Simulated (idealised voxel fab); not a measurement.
This is a process module. Its name is voxel capacitor over wiring.
240 nm wide, 5 nm square cells: that's cross-section cut.
When this document writes out a cross-section, it uses a grid of square cells and lists it as bands, beginning at the top and moving down, with a band standing for one or more rows of cells.
A band entry consists of two parts. The first gives the height of the band's top and the height of its bottom, in nm. The rest lists the band's materials from left to right, each with its width in nm. A single material labelled with the word "all across" fills the band from edge to edge, and the word "air" marks empty space.
Counting heights begins at 0, where everything beneath is, in the wafer as received, one material. The lowest band has no bottom; it goes on downwards, as "0..down" shows.
Note: "30..40" means the width goes from the first number (top row of the band) to the second number (bottom row) in equal steps per row of cells.
Step note "no modifications" = no cross-section cell changed.
"Closed void entries": sealed empty spaces, 8 cells or more, no open way to top, listed width x height at distance, with distance from the left edge and width, height and distance in nm.
Where a step's line continues beyond its settings, the continuation is a remark by the simulator itself on that step.
The setting "overlay nm" may be written on the line of a step. When the step uses a mask, the value reports how far to the right of the planned place the mask lay, and a negative value reports that it lay to the left.
**This section lists the process steps that were planned**
1. op RECEIVE | material Si
2. op CONFORMAL_DEP | material SiO2 | thk nm 15
3. op DIRECTIONAL_DEP | material TiN | thk nm 5
4. op DIRECTIONAL_DEP | material Ru | thk nm 25
5. op DIRECTIONAL_DEP | material aC | thk nm 15
6. op PATTERN | tone cover | mask id METAL_1 | material resist | width nm 20 | pitch nm 75 | thk nm 35 | overlay nm 0
7. op DIRECTIONAL_ETCH | etch materials aC | depth nm 15
8. op STRIP | etch materials resist
9. op DIRECTIONAL_ETCH | etch materials Ru | depth nm 25
10. op DIRECTIONAL_ETCH | etch materials TiN | depth nm 5
11. op STRIP | etch materials aC
12. op CONFORMAL_DEP | material SiCN | thk nm 5
13. op FILL_DEP | material lowk | thk nm 5
14. op CMP | height nm 45
15. op CONFORMAL_DEP | material SiCN | thk nm 5
16. op DIRECTIONAL_DEP | material SiO2 | thk nm 15
17. op PATTERN | tone open | mask id PLUG_1 | material resist | width nm 15 | thk nm 20 | overlay nm 0
18. op DIRECTIONAL_ETCH | etch materials SiO2 | depth nm 15
19. op DIRECTIONAL_ETCH | etch materials SiCN | depth nm 5
20. op STRIP | etch materials resist
21. op CONFORMAL_DEP | material TiN | thk nm 5
22. op FILL_DEP | material Ru | thk nm 5
23. op CMP | height nm 65
24. op DIRECTIONAL_DEP | material TiN | thk nm 10
25. op DIRECTIONAL_DEP | material HfO2 | thk nm 5
26. op DIRECTIONAL_DEP | material TiN | thk nm 5
27. op MASKED_ETCH | tone cover | mask id UPPER_PLATE | width nm 60 | etch materials TiN | depth nm 5 | overlay nm 0
28. op MASKED_ETCH | tone cover | mask id UPPER_PLATE | width nm 60 | etch materials HfO2 | depth nm 5 | overlay nm 0
29. op PATTERN | tone cover | mask id LOWER_PLATE | material resist | width nm 70 | thk nm 15 | overlay nm 0
30. op DIRECTIONAL_ETCH | etch materials TiN | depth nm 10
31. op STRIP | etch materials resist
32. op FILL_DEP | material SiO2 | thk nm 20
33. op CMP | height nm 100
34. op DIRECTIONAL_DEP | material aC | thk nm 10
35. op PATTERN | tone open | mask id PLUG_2 | material resist | width nm 15 | thk nm 30 | overlay nm 0
36. op DIRECTIONAL_ETCH | etch materials aC | depth nm 10
37. op STRIP | etch materials resist
38. op DIRECTIONAL_ETCH | etch materials SiO2 | depth nm 15
39. op STRIP | etch materials aC
40. op CONFORMAL_DEP | material TiN | thk nm 5
41. op FILL_DEP | material W | thk nm 5
42. op CMP | height nm 100
43. op CONFORMAL_DEP | material SiCN | thk nm 5
**What follows covers the first of two wafers; it ran as planned**
**As-received wafer cross-section (after step 1)**
	0..down: Si all across
	Closed void entries: none
**Wafer after step 2 (cross-section)**
	15..0: SiO2 all across
	Below 0, the layers are the same as they were.
**Wafer after step 3 (cross-section)**
	20..15: TiN all across
	Below 15, the layers are the same as they were.
**Wafer after step 4 (cross-section)**
	45..20: Ru all across
	Below 20, the layers are the same as they were.
**Wafer after step 5 (cross-section)**
	60..45: aC all across
	Below 45, the layers are the same as they were.
**Wafer after step 6 (cross-section)**
	95..60: 70 of air, then 20 of resist, then 55 of air, then 20 of resist, then 75 of air
	Below 60, the layers are the same as they were.
**Wafer after step 7 (cross-section)**
	80..60: 70 of air, then 20 of resist, then 55 of air, then 20 of resist, then 75 of air
	60..45: 70 of air, then 20 of aC, then 55 of air, then 20 of aC, then 75 of air
	Below 45, the layers are the same as they were.
**Wafer after step 8 (cross-section)**
	60..45: 70 of air, then 20 of aC, then 55 of air, then 20 of aC, then 75 of air
	Below 45, the layers are the same as they were.
**Wafer after step 9 (cross-section)**
	60..45: 70 of air, then 20 of aC, then 55 of air, then 20 of aC, then 75 of air
	45..20: 70 of air, then 20 of Ru, then 55 of air, then 20 of Ru, then 75 of air
	Below 20, the layers are the same as they were.
**Wafer after step 10 (cross-section)**
	60..45: 70 of air, then 20 of aC, then 55 of air, then 20 of aC, then 75 of air
	45..20: 70 of air, then 20 of Ru, then 55 of air, then 20 of Ru, then 75 of air
	20..15: 70 of air, then 20 of TiN, then 55 of air, then 20 of TiN, then 75 of air
	Below 15, the layers are the same as they were.
**Wafer after step 11 (cross-section)**
	45..20: 70 of air, then 20 of Ru, then 55 of air, then 20 of Ru, then 75 of air
	Below 20, the layers are the same as they were.
**Wafer after step 12 (cross-section)**
	50..45: 65 of air, then 30 of SiCN, then 45 of air, then 30 of SiCN, then 70 of air
	45..20: 65 of air, then 5 of SiCN, then 20 of Ru, then 5 of SiCN, then 45 of air, then 5 of SiCN, then 20 of Ru, then 5 of SiCN, then 70 of air
	20..15: 70 of SiCN, then 20 of TiN, then 55 of SiCN, then 20 of TiN, then 75 of SiCN
	Below 15, the layers are the same as they were.
**Wafer after step 13 (cross-section)**
	55..50: lowk all across
	50..45: 65 of lowk, then 30 of SiCN, then 45 of lowk, then 30 of SiCN, then 70 of lowk
	45..20: 65 of lowk, then 5 of SiCN, then 20 of Ru, then 5 of SiCN, then 45 of lowk, then 5 of SiCN, then 20 of Ru, then 5 of SiCN, then 70 of lowk
	Below 20, the layers are the same as they were.
**Wafer after step 14 (cross-section)**
	45..20: 65 of lowk, then 5 of SiCN, then 20 of Ru, then 5 of SiCN, then 45 of lowk, then 5 of SiCN, then 20 of Ru, then 5 of SiCN, then 70 of lowk
	Below 20, the layers are the same as they were.
**Wafer after step 15 (cross-section)**
	50..45: SiCN all across
	Below 45, the layers are the same as they were.
**Wafer after step 16 (cross-section)**
	65..50: SiO2 all across
	Below 50, the layers are the same as they were.
**Wafer after step 17 (cross-section)**
	85..65: 75 of resist, then 15 of air, then 150 of resist
	Below 65, the layers are the same as they were.
**Wafer after step 18 (cross-section)**
	85..65: 75 of resist, then 15 of air, then 150 of resist
	65..50: 75 of SiO2, then 15 of air, then 150 of SiO2
	Below 50, the layers are the same as they were.
**Wafer after step 19 (cross-section)**
	85..65: 75 of resist, then 15 of air, then 150 of resist
	65..50: 75 of SiO2, then 15 of air, then 150 of SiO2
	50..45: 75 of SiCN, then 15 of air, then 150 of SiCN
	Below 45, the layers are the same as they were.
**Wafer after step 20 (cross-section)**
	65..50: 75 of SiO2, then 15 of air, then 150 of SiO2
	Below 50, the layers are the same as they were.
**Wafer after step 21 (cross-section)**
	70..65: 80 of TiN, then 5 of air, then 155 of TiN
	65..50: 75 of SiO2, then 5 of TiN, then 5 of air, then 5 of TiN, then 150 of SiO2
	50..45: 75 of SiCN, then 15 of TiN, then 150 of SiCN
	Below 45, the layers are the same as they were.
**Wafer after step 22 (cross-section)**
	75..70: Ru all across
	70..65: 80 of TiN, then 5 of Ru, then 155 of TiN
	65..50: 75 of SiO2, then 5 of TiN, then 5 of Ru, then 5 of TiN, then 150 of SiO2
	Below 50, the layers are the same as they were.
**Wafer after step 23 (cross-section)**
	65..50: 75 of SiO2, then 5 of TiN, then 5 of Ru, then 5 of TiN, then 150 of SiO2
	Below 50, the layers are the same as they were.
**Wafer after step 24 (cross-section)**
	75..65: TiN all across
	Below 65, the layers are the same as they were.
**Wafer after step 25 (cross-section)**
	80..75: HfO2 all across
	Below 75, the layers are the same as they were.
**Wafer after step 26 (cross-section)**
	85..80: TiN all across
	Below 80, the layers are the same as they were.
**Wafer after step 27 (cross-section)**
	85..80: 75 of air, then 60 of TiN, then 105 of air
	Below 80, the layers are the same as they were.
**Wafer after step 28 (cross-section)**
	85..80: 75 of air, then 60 of TiN, then 105 of air
	80..75: 75 of air, then 60 of HfO2, then 105 of air
	Below 75, the layers are the same as they were.
**Wafer after step 29 (cross-section)**
	100..85: 70 of air, then 70 of resist, then 100 of air
	85..80: 70 of air, then 5 of resist, then 60 of TiN, then 5 of resist, then 100 of air
	80..75: 70 of air, then 5 of resist, then 60 of HfO2, then 5 of resist, then 100 of air
	Below 75, the layers are the same as they were.
**Wafer after step 30 (cross-section)**
	100..85: 70 of air, then 70 of resist, then 100 of air
	85..80: 70 of air, then 5 of resist, then 60 of TiN, then 5 of resist, then 100 of air
	80..75: 70 of air, then 5 of resist, then 60 of HfO2, then 5 of resist, then 100 of air
	75..65: 70 of air, then 70 of TiN, then 100 of air
	Below 65, the layers are the same as they were.
**Wafer after step 31 (cross-section)**
	85..80: 75 of air, then 60 of TiN, then 105 of air
	80..75: 75 of air, then 60 of HfO2, then 105 of air
	Below 75, the layers are the same as they were.
**Wafer after step 32 (cross-section)**
	105..85: SiO2 all across
	85..80: 75 of SiO2, then 60 of TiN, then 105 of SiO2
	80..75: 75 of SiO2, then 60 of HfO2, then 105 of SiO2
	75..65: 70 of SiO2, then 70 of TiN, then 100 of SiO2
	Below 65, the layers are the same as they were.
**Wafer after step 33 (cross-section)**
	100..85: SiO2 all across
	Below 85, the layers are the same as they were.
**Wafer after step 34 (cross-section)**
	110..100: aC all across
	Below 100, the layers are the same as they were.
**Wafer after step 35 (cross-section)**
	140..110: 85 of resist, then 15 of air, then 140 of resist
	Below 110, the layers are the same as they were.
**Wafer after step 36 (cross-section)**
	130..110: 85 of resist, then 15 of air, then 140 of resist
	110..100: 85 of aC, then 15 of air, then 140 of aC
	Below 100, the layers are the same as they were.
**Wafer after step 37 (cross-section)**
	110..100: 85 of aC, then 15 of air, then 140 of aC
	Below 100, the layers are the same as they were.
**Wafer after step 38 (cross-section)**
	110..100: 85 of aC, then 15 of air, then 140 of aC
	100..85: 85 of SiO2, then 15 of air, then 140 of SiO2
	Below 85, the layers are the same as they were.
**Wafer after step 39 (cross-section)**
	100..85: 85 of SiO2, then 15 of air, then 140 of SiO2
	Below 85, the layers are the same as they were.
**Wafer after step 40 (cross-section)**
	105..100: 90 of TiN, then 5 of air, then 145 of TiN
	100..90: 85 of SiO2, then 5 of TiN, then 5 of air, then 5 of TiN, then 140 of SiO2
	90..80: 85..75 of SiO2, then 15..60 of TiN, then 140..105 of SiO2
	Below 80, the layers are the same as they were.
**Wafer after step 41 (cross-section)**
	110..105: W all across
	105..100: 90 of TiN, then 5 of W, then 145 of TiN
	100..90: 85 of SiO2, then 5 of TiN, then 5 of W, then 5 of TiN, then 140 of SiO2
	Below 90, the layers are the same as they were.
**Wafer after step 42 (cross-section)**
	100..90: 85 of SiO2, then 5 of TiN, then 5 of W, then 5 of TiN, then 140 of SiO2
	Below 90, the layers are the same as they were.
**Wafer after step 43 (cross-section)**
	105..100: SiCN all across
	Below 100, the layers are the same as they were.
**second wafer: like start, like plan, one mistake. Through step 26 it matches the first wafer**
**Second wafer: cross-section at the scheduled end of step 27**
	85..80: 70 of air, then 70 of TiN, then 100 of air
	Below 80, the layers are the same as they were.
**Second wafer: cross-section at the scheduled end of step 28**
	85..80: 70 of air, then 70 of TiN, then 100 of air
	80..75: 70 of air, then 70 of HfO2, then 100 of air
	Below 75, the layers are the same as they were.
**Second wafer: cross-section at the scheduled end of step 29**
	100..85: 70 of air, then 70 of resist, then 100 of air
	Below 85, the layers are the same as they were.
**Second wafer: cross-section at the scheduled end of step 30**
	100..85: 70 of air, then 70 of resist, then 100 of air
	85..80: 70 of air, then 70 of TiN, then 100 of air
	80..75: 70 of air, then 70 of HfO2, then 100 of air
	75..65: 70 of air, then 70 of TiN, then 100 of air
	Below 65, the layers are the same as they were.
**Second wafer: cross-section at the scheduled end of step 31**
	85..80: 70 of air, then 70 of TiN, then 100 of air
	Below 80, the layers are the same as they were.
**Second wafer: cross-section at the scheduled end of step 32**
	105..85: SiO2 all across
	85..80: 70 of SiO2, then 70 of TiN, then 100 of SiO2
	80..75: 70 of SiO2, then 70 of HfO2, then 100 of SiO2
	75..65: 70 of SiO2, then 70 of TiN, then 100 of SiO2
	Below 65, the layers are the same as they were.
**Second wafer: cross-section at the scheduled end of step 33**
	100..85: SiO2 all across
	Below 85, the layers are the same as they were.
**Second wafer: cross-section at the scheduled end of step 34**
	110..100: aC all across
	Below 100, the layers are the same as they were.
**Second wafer: cross-section at the scheduled end of step 35**
	140..110: 85 of resist, then 15 of air, then 140 of resist
	Below 110, the layers are the same as they were.
**Second wafer: cross-section at the scheduled end of step 36**
	130..110: 85 of resist, then 15 of air, then 140 of resist
	110..100: 85 of aC, then 15 of air, then 140 of aC
	Below 100, the layers are the same as they were.
**Second wafer: cross-section at the scheduled end of step 37**
	110..100: 85 of aC, then 15 of air, then 140 of aC
	Below 100, the layers are the same as they were.
**Second wafer: cross-section at the scheduled end of step 38**
	110..100: 85 of aC, then 15 of air, then 140 of aC
	100..85: 85 of SiO2, then 15 of air, then 140 of SiO2
	Below 85, the layers are the same as they were.
**Second wafer: cross-section at the scheduled end of step 39**
	100..85: 85 of SiO2, then 15 of air, then 140 of SiO2
	Below 85, the layers are the same as they were.
**Second wafer: cross-section at the scheduled end of step 40**
	105..100: 90 of TiN, then 5 of air, then 145 of TiN
	100..90: 85 of SiO2, then 5 of TiN, then 5 of air, then 5 of TiN, then 140 of SiO2
	90..80: 85..70 of SiO2, then 15..70 of TiN, then 140..100 of SiO2
	Below 80, the layers are the same as they were.
**Second wafer: cross-section at the scheduled end of step 41**
	110..105: W all across
	105..100: 90 of TiN, then 5 of W, then 145 of TiN
	100..90: 85 of SiO2, then 5 of TiN, then 5 of W, then 5 of TiN, then 140 of SiO2
	Below 90, the layers are the same as they were.
**Second wafer: cross-section at the scheduled end of step 42**
	100..90: 85 of SiO2, then 5 of TiN, then 5 of W, then 5 of TiN, then 140 of SiO2
	Below 90, the layers are the same as they were.
**Second wafer: cross-section at the scheduled end of step 43**
	105..100: SiCN all across
	Below 100, the layers are the same as they were.
Against the plan, the run slipped here: step 27 ran with different settings than intended, the actual operation and settings being op MASKED_ETCH | tone cover | mask id UPPER_PLATE | width nm 70 | etch materials TiN | depth nm 5 | overlay nm 0
The final cell counts differ between the wafers, with the second having more or fewer of some materials than the first: HfO2: 2 more, SiO2: 4 fewer, TiN: 2 more
